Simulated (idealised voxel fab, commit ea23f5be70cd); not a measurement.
Presented below is a process module, voxel tone inversion.
We display cut, a cross-section 225 nm in width whose square cells are each 5 nm.
Reading order for cross-sections: top band down to bottom band. Underlying form: a grid of square cells. Band size: one or more rows of cells.
Heads up on the band format: heights come first, top then bottom, in nm. After that it's the materials left to right, each with its width in nm. A single material flagged "full width" fills the whole band edge to edge, and "blank" means there's empty space there.
Note: height 0 marks the level under which the wafer is uniformly one material as received. Lowest band unbounded below, written "0 and below".
A width given as "30..40" starts at the first number in the band's top row and ends at the second number in its bottom row, shifting by an equal amount at every step from row to row.
"stayed the same", as given for a step, is the statement that not any cell of the cross-section underwent a change during that step.
Empty spaces without an open route to the top, at least 8 cells in extent, make up the entry "Enclosed void catalog"; each is given as width x height at distance, where the distance is measured from the left edge, and all are in nm.
It should be noted that, on the line of a given step, the content following the step's settings is a remark produced by the simulator itself with respect to that step.
If you see "overlay nm" on a step's line and that step has a mask, it's telling you how far right of where it was planned the mask ended up; a negative number means it went left instead.
List of planned process steps
- 1: RECEIVE (material Si)
- 2: CONFORMAL_DEP (material SiCN; thk nm 10)
- 3: DIRECTIONAL_DEP (material aC; thk nm 15)
- 4: PATTERN (tone cover; mask id POSTS; material resist; width nm 20; pitch nm 40; thk nm 20; overlay nm 0)
- 5: DIRECTIONAL_ETCH (etch materials aC; depth nm 15)
- 6: STRIP (etch materials resist)
- 7: FILL_DEP (material SiO2; thk nm 10)
- 8: CMP (height nm 25)
- 9: STRIP (etch materials aC)
- 10: CONFORMAL_DEP (material TiN; thk nm 5)
- 11: FILL_DEP (material W; thk nm 10)
- 12: CMP (height nm 25)
- 13: CONFORMAL_DEP (material SiN; thk nm 5)
As received (post step 1): cross-section
- 0 and below  Si full width
- Enclosed void catalog: none
Here's the cross-section of the first of our two wafers at the end of the module - it ran as planned
- 30 down to 25  SiN full width
- 25 down to 15  SiO2=40; TiN=5; W=10; TiN=5; SiO2=20; TiN=5; W=10; TiN=5; SiO2=20; TiN=5; W=10; TiN=5; SiO2=20; TiN=5; W=10; TiN=5; SiO2=45
- 15 down to 10  SiO2=40; TiN=20; SiO2=20; TiN=20; SiO2=20; TiN=20; SiO2=20; TiN=20; SiO2=45
- 10 down to 0  SiCN full width
- 0 and below  Si full width
- Enclosed void catalog: none
Here is the second of the two wafers cut open at the end of the module - same start, same plan as the first one, but we made one mistake running it
- 30 down to 25  SiN full width
- 25 down to 15  SiCN full width
- 15 down to 0  aC full width
- 0 and below  Si full width
- Enclosed void catalog: none
Plan not followed: plan vs actual: 2 and 3 interchanged
Final cells, second wafer relative to first, materials higher or lower: SiO2: 87 fewer; TiN: 32 fewer; W: 16 fewer; aC: 135 more
